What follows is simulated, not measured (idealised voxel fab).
Name of the process module below: voxel double patterning
Cross-section cut spans 205 nm and uses square cells 5 nm in size.
In what follows, cross-sections appear as grids of square cells, described through bands that run from the top down, where every band is one or more rows of cells.
Heights first: top, then bottom, in nm. Then materials, left to right, each with a width in nm. "edge to edge" on a single material: fills the band edge to edge. "blank": empty space.
Zero point of the height axis is 0; under it, received wafer = one material. Lowest band: continues down indefinitely, "0 down".
Top row gets the first number, bottom row gets the second, and each row in between changes by the same step: that is how a band width like "30..40" works.
"changes: none" after a step means that no cell of the cross-section changed.
"Tabulated closed voids": empty spaces of 8 cells or more with no open way to the top, each given as width x height at distance, distance from the left edge, all in nm.
That trailing text on a step's line, after the settings, is the simulator's own remark on the step.
"overlay nm", when on a step's line for a step with a mask, measures how far to the right of its planned place the mask lay; a negative measure means to the left.
Layout of what follows: cross-section pairs, each bracketing one process step, the after cross-section shown only to the lowest band that changed, the step between and its settings noted under each pair. Pairs may originate in different runs of this module on the same starting wafer; a pair continues from the pair above only where its entry headed "Status quo ante" says so.

-- Status quo ante
> 0 down = Si edge to edge
> Tabulated closed voids: none

-- Section, Post-Step
> 10 to 0 = SiO2 edge to edge
> Under 0: no change, same as before.
> Tabulated closed voids: none
The step carried out between the cross-section before it and the cross-section after it, both shown above, is CONFORMAL_DEP [material SiO2] [thk nm 10]

Status quo ante: starting point is the after cross-section of the pair just above.

-- Section, Post-Step
> 25 to 10 = TiN edge to edge
> Under 10: no change, same as before.
> Tabulated closed voids: none
The step carried out between the cross-section before it and the cross-section after it, both shown above, is DIRECTIONAL_DEP [material TiN] [thk nm 15]

Status quo ante: starting point is the after cross-section of the pair just above.

-- Section, Post-Step
> 35 to 25 = SiCN edge to edge
> Under 25: no change, same as before.
> Tabulated closed voids: none
The step carried out between the cross-section before it and the cross-section after it, both shown above, is DIRECTIONAL_DEP [material SiCN] [thk nm 10]

Status quo ante: starting point is the after cross-section of the pair just above.

-- Section, Post-Step
> 35 to 25 = SiCN (70) | blank (15) | SiCN (35) | blank (15) | SiCN (70)
> Under 25: no change, same as before.
> Tabulated closed voids: none
The step carried out between the cross-section before it and the cross-section after it, both shown above, is MASKED_ETCH [tone open] [mask id FIRST] [width nm 15] [pitch nm 50] [etch materials SiCN] [depth nm 10] [overlay nm 0]

Status quo ante: starting point is the after cross-section of the pair just above.

-- Section, Post-Step
> 35 to 25 = SiCN (70) | blank (15) | SiCN (10) | blank (15) | SiCN (10) | blank (15) | SiCN (70)
> Under 25: no change, same as before.
> Tabulated closed voids: none
The step carried out between the cross-section before it and the cross-section after it, both shown above, is MASKED_ETCH [tone open] [mask id SECOND] [width nm 15] [etch materials SiCN] [depth nm 10] [overlay nm 0]

Status quo ante: starting point is the after cross-section of the pair just above.

-- Section, Post-Step
> 35 to 25 = SiCN (70) | blank (15) | SiCN (10) | blank (15) | SiCN (10) | blank (15) | SiCN (70)
> 25 to 10 = TiN (70) | blank (15) | TiN (10) | blank (15) | TiN (10) | blank (15) | TiN (70)
> Under 10: no change, same as before.
> Tabulated closed voids: none
The step carried out between the cross-section before it and the cross-section after it, both shown above, is DIRECTIONAL_ETCH [etch materials TiN] [depth nm 15]

Status quo ante: starting point is the after cross-section of the pair just above.

-- Section, Post-Step
> 25 to 10 = TiN (70) | blank (15) | TiN (10) | blank (15) | TiN (10) | blank (15) | TiN (70)
> Under 10: no change, same as before.
> Tabulated closed voids: none
The step carried out between the cross-section before it and the cross-section after it, both shown above, is STRIP [etch materials SiCN]

-- Status quo ante
> 25 to 10 = TiN edge to edge
> 10 to 0 = SiO2 edge to edge
> 0 down = Si edge to edge
> Tabulated closed voids: none

-- Section, Post-Step
> 40 to 10 = TiN edge to edge
> Under 10: no change, same as before.
> Tabulated closed voids: none
The step carried out between the cross-section before it and the cross-section after it, both shown above, is DIRECTIONAL_DEP [material TiN] [thk nm 15]

Status quo ante: starting point is the after cross-section of the pair just above.

-- Section, Post-Step
> 50 to 40 = SiCN edge to edge
> Under 40: no change, same as before.
> Tabulated closed voids: none
The step carried out between the cross-section before it and the cross-section after it, both shown above, is DIRECTIONAL_DEP [material SiCN] [thk nm 10]

Status quo ante: starting point is the after cross-section of the pair just above.

-- Section, Post-Step
> 50 to 40 = SiCN (70) | blank (15) | SiCN (35) | blank (15) | SiCN (70)
> Under 40: no change, same as before.
> Tabulated closed voids: none
The step carried out between the cross-section before it and the cross-section after it, both shown above, is MASKED_ETCH [tone open] [mask id FIRST] [width nm 15] [pitch nm 50] [etch materials SiCN] [depth nm 10] [overlay nm 0]

Status quo ante: starting point is the after cross-section of the pair just above.

-- Section, Post-Step
> 50 to 40 = SiCN (70) | blank (15) | SiCN (10) | blank (15) | SiCN (10) | blank (15) | SiCN (70)
> Under 40: no change, same as before.
> Tabulated closed voids: none
The step carried out between the cross-section before it and the cross-section after it, both shown above, is MASKED_ETCH [tone open] [mask id SECOND] [width nm 15] [etch materials SiCN] [depth nm 10] [overlay nm 0]

Status quo ante: starting point is the after cross-section of the pair just above.

-- Section, Post-Step
> 50 to 40 = SiCN (70) | blank (15) | SiCN (10) | blank (15) | SiCN (10) | blank (15) | SiCN (70)
> 40 to 25 = TiN (70) | blank (15) | TiN (10) | blank (15) | TiN (10) | blank (15) | TiN (70)
> Under 25: no change, same as before.
> Tabulated closed voids: none
The step carried out between the cross-section before it and the cross-section after it, both shown above, is DIRECTIONAL_ETCH [etch materials TiN] [depth nm 15]

Status quo ante: starting point is the after cross-section of the pair just above.

-- Section, Post-Step
> 40 to 25 = TiN (70) | blank (15) | TiN (10) | blank (15) | TiN (10) | blank (15) | TiN (70)
> Under 25: no change, same as before.
> Tabulated closed voids: none
The step carried out between the cross-section before it and the cross-section after it, both shown above, is STRIP [etch materials SiCN]

-- Status quo ante
> 0 down = Si edge to edge
> Tabulated closed voids: none

-- Section, Post-Step
> 15 to 0 = TiN edge to edge
> Under 0: no change, same as before.
> Tabulated closed voids: none
The step carried out between the cross-section before it and the cross-section after it, both shown above, is DIRECTIONAL_DEP [material TiN] [thk nm 15]

Status quo ante: starting point is the after cross-section of the pair just above.

-- Section, Post-Step
> 25 to 15 = SiO2 edge to edge
> Under 15: no change, same as before.
> Tabulated closed voids: none
The step carried out between the cross-section before it and the cross-section after it, both shown above, is CONFORMAL_DEP [material SiO2] [thk nm 10]

Status quo ante: starting point is the after cross-section of the pair just above.

-- Section, Post-Step
> 35 to 25 = SiCN edge to edge
> Under 25: no change, same as before.
> Tabulated closed voids: none
The step carried out between the cross-section before it and the cross-section after it, both shown above, is DIRECTIONAL_DEP [material SiCN] [thk nm 10]

Status quo ante: starting point is the after cross-section of the pair just above.

-- Section, Post-Step
> 35 to 25 = SiCN (70) | blank (15) | SiCN (35) | blank (15) | SiCN (70)
> Under 25: no change, same as before.
> Tabulated closed voids: none
The step carried out between the cross-section before it and the cross-section after it, both shown above, is MASKED_ETCH [tone open] [mask id FIRST] [width nm 15] [pitch nm 50] [etch materials SiCN] [depth nm 10] [overlay nm 0]

Status quo ante: starting point is the after cross-section of the pair just above.

-- Section, Post-Step
> 35 to 25 = SiCN (70) | blank (15) | SiCN (10) | blank (15) | SiCN (10) | blank (15) | SiCN (70)
> Under 25: no change, same as before.
> Tabulated closed voids: none
The step carried out between the cross-section before it and the cross-section after it, both shown above, is MASKED_ETCH [tone open] [mask id SECOND] [width nm 15] [etch materials SiCN] [depth nm 10] [overlay nm 0]

Status quo ante: starting point is the after cross-section of the pair just above.

-- Section, Post-Step
> 25 to 15 = SiO2 edge to edge
> Under 15: no change, same as before.
> Tabulated closed voids: none
The step carried out between the cross-section before it and the cross-section after it, both shown above, is STRIP [etch materials SiCN]

-- Status quo ante
> 10 to 0 = SiO2 edge to edge
> 0 down = Si edge to edge
> Tabulated closed voids: none

-- Section, Post-Step
> 20 to 10 = TiN edge to edge
> Under 10: no change, same as before.
> Tabulated closed voids: none
The step carried out between the cross-section before it and the cross-section after it, both shown above, is DIRECTIONAL_DEP [material TiN] [thk nm 10]

Status quo ante: starting point is the after cross-section of the pair just above.

-- Section, Post-Step
> 30 to 20 = SiCN edge to edge
> Under 20: no change, same as before.
> Tabulated closed voids: none
The step carried out between the cross-section before it and the cross-section after it, both shown above, is DIRECTIONAL_DEP [material SiCN] [thk nm 10]

Status quo ante: starting point is the after cross-section of the pair just above.

-- Section, Post-Step
> 30 to 20 = SiCN (70) | blank (15) | SiCN (35) | blank (15) | SiCN (70)
> Under 20: no change, same as before.
> Tabulated closed voids: none
The step carried out between the cross-section before it and the cross-section after it, both shown above, is MASKED_ETCH [tone open] [mask id FIRST] [width nm 15] [pitch nm 50] [etch materials SiCN] [depth nm 10] [overlay nm 0]

Status quo ante: starting point is the after cross-section of the pair just above.

-- Section, Post-Step
> 30 to 20 = SiCN (70) | blank (15) | SiCN (10) | blank (15) | SiCN (10) | blank (15) | SiCN (70)
> Under 20: no change, same as before.
> Tabulated closed voids: none
The step carried out between the cross-section before it and the cross-section after it, both shown above, is MASKED_ETCH [tone open] [mask id SECOND] [width nm 15] [etch materials SiCN] [depth nm 10] [overlay nm 0]

Status quo ante: starting point is the after cross-section of the pair just above.

-- Section, Post-Step
> 30 to 20 = SiCN (70) | blank (15) | SiCN (10) | blank (15) | SiCN (10) | blank (15) | SiCN (70)
> 20 to 10 = TiN (70) | blank (15) | TiN (10) | blank (15) | TiN (10) | blank (15) | TiN (70)
> Under 10: no change, same as before.
> Tabulated closed voids: none
The step carried out between the cross-section before it and the cross-section after it, both shown above, is DIRECTIONAL_ETCH [etch materials TiN] [depth nm 15]

Status quo ante: starting point is the after cross-section of the pair just above.

-- Section, Post-Step
> 20 to 10 = TiN (70) | blank (15) | TiN (10) | blank (15) | TiN (10) | blank (15) | TiN (70)
> Under 10: no change, same as before.
> Tabulated closed voids: none
The step carried out between the cross-section before it and the cross-section after it, both shown above, is STRIP [etch materials SiCN]

-- Status quo ante
> 35 to 25 = SiCN (70) | blank (15) | SiCN (35) | blank (15) | SiCN (70)
> 25 to 10 = TiN edge to edge
> 10 to 0 = SiO2 edge to edge
> 0 down = Si edge to edge
> Tabulated closed voids: none

-- Section, Post-Step
> 35 to 25 = SiCN (70) | blank (15) | SiCN (10) | blank (20) | SiCN (5) | blank (15) | SiCN (70)
> Under 25: no change, same as before.
> Tabulated closed voids: none
The step carried out between the cross-section before it and the cross-section after it, both shown above, is MASKED_ETCH [tone open] [mask id SECOND] [width nm 20] [etch materials SiCN] [depth nm 10] [overlay nm 0]

Status quo ante: starting point is the after cross-section of the pair just above.

-- Section, Post-Step
> 35 to 25 = SiCN (70) | blank (15) | SiCN (10) | blank (20) | SiCN (5) | blank (15) | SiCN (70)
> 25 to 10 = TiN (70) | blank (15) | TiN (10) | blank (20) | TiN (5) | blank (15) | TiN (70)
> Under 10: no change, same as before.
> Tabulated closed voids: none
The step carried out between the cross-section before it and the cross-section after it, both shown above, is DIRECTIONAL_ETCH [etch materials TiN] [depth nm 15]

Status quo ante: starting point is the after cross-section of the pair just above.

-- Section, Post-Step
> 25 to 10 = TiN (70) | blank (15) | TiN (10) | blank (20) | TiN (5) | blank (15) | TiN (70)
> Under 10: no change, same as before.
> Tabulated closed voids: none
The step carried out between the cross-section before it and the cross-section after it, both shown above, is STRIP [etch materials SiCN]

-- Status quo ante
> 35 to 25 = SiCN (70) | blank (15) | SiCN (35) | blank (15) | SiCN (70)
> 25 to 10 = TiN edge to edge
> 10 to 0 = SiO2 edge to edge
> 0 down = Si edge to edge
> Tabulated closed voids: none

-- Section, Post-Step
> 35 to 25 = SiCN (70) | blank (30) | SiCN (20) | blank (15) | SiCN (70)
> Under 25: no change, same as before.
> Tabulated closed voids: none
The step carried out between the cross-section before it and the cross-section after it, both shown above, is MASKED_ETCH [tone open] [mask id SECOND] [width nm 15] [etch materials SiCN] [depth nm 10] [overlay nm -10]

Status quo ante: starting point is the after cross-section of the pair just above.

-- Section, Post-Step
> 35 to 25 = SiCN (70) | blank (30) | SiCN (20) | blank (15) | SiCN (70)
> 25 to 10 = TiN (70) | blank (30) | TiN (20) | blank (15) | TiN (70)
> Under 10: no change, same as before.
> Tabulated closed voids: none
The step carried out between the cross-section before it and the cross-section after it, both shown above, is DIRECTIONAL_ETCH [etch materials TiN] [depth nm 15]

Status quo ante: starting point is the after cross-section of the pair just above.

-- Section, Post-Step
> 25 to 10 = TiN (70) | blank (30) | TiN (20) | blank (15) | TiN (70)
> Under 10: no change, same as before.
> Tabulated closed voids: none
The step carried out between the cross-section before it and the cross-section after it, both shown above, is STRIP [etch materials SiCN]

-- Status quo ante
> 25 to 10 = TiN edge to edge
> 10 to 0 = SiO2 edge to edge
> 0 down = Si edge to edge
> Tabulated closed voids: none

-- Section, Post-Step
> 35 to 25 = SiO2 edge to edge
> Under 25: no change, same as before.
> Tabulated closed voids: none
The step carried out between the cross-section before it and the cross-section after it, both shown above, is DIRECTIONAL_DEP [material SiO2] [thk nm 10]

-- Status quo ante
> 35 to 25 = SiCN (70) | blank (15) | SiCN (35) | blank (15) | SiCN (70)
> 25 to 10 = TiN edge to edge
> 10 to 0 = SiO2 edge to edge
> 0 down = Si edge to edge
> Tabulated closed voids: none

-- Section, Post-Step
> 35 to 25 = blank (95) | SiCN (15) | blank (95)
> Under 25: no change, same as before.
> Tabulated closed voids: none
The step carried out between the cross-section before it and the cross-section after it, both shown above, is MASKED_ETCH [tone cover] [mask id SECOND] [width nm 15] [etch materials SiCN] [depth nm 10] [overlay nm 0]

Status quo ante: starting point is the after cross-section of the pair just above.

-- Section, Post-Step
> 35 to 25 = blank (95) | SiCN (15) | blank (95)
> 25 to 10 = blank (95) | TiN (15) | blank (95)
> Under 10: no change, same as before.
> Tabulated closed voids: none
The step carried out between the cross-section before it and the cross-section after it, both shown above, is DIRECTIONAL_ETCH [etch materials TiN] [depth nm 15]

Status quo ante: starting point is the after cross-section of the pair just above.

-- Section, Post-Step
> 25 to 10 = blank (95) | TiN (15) | blank (95)
> Under 10: no change, same as before.
> Tabulated closed voids: none
The step carried out between the cross-section before it and the cross-section after it, both shown above, is STRIP [etch materials SiCN]
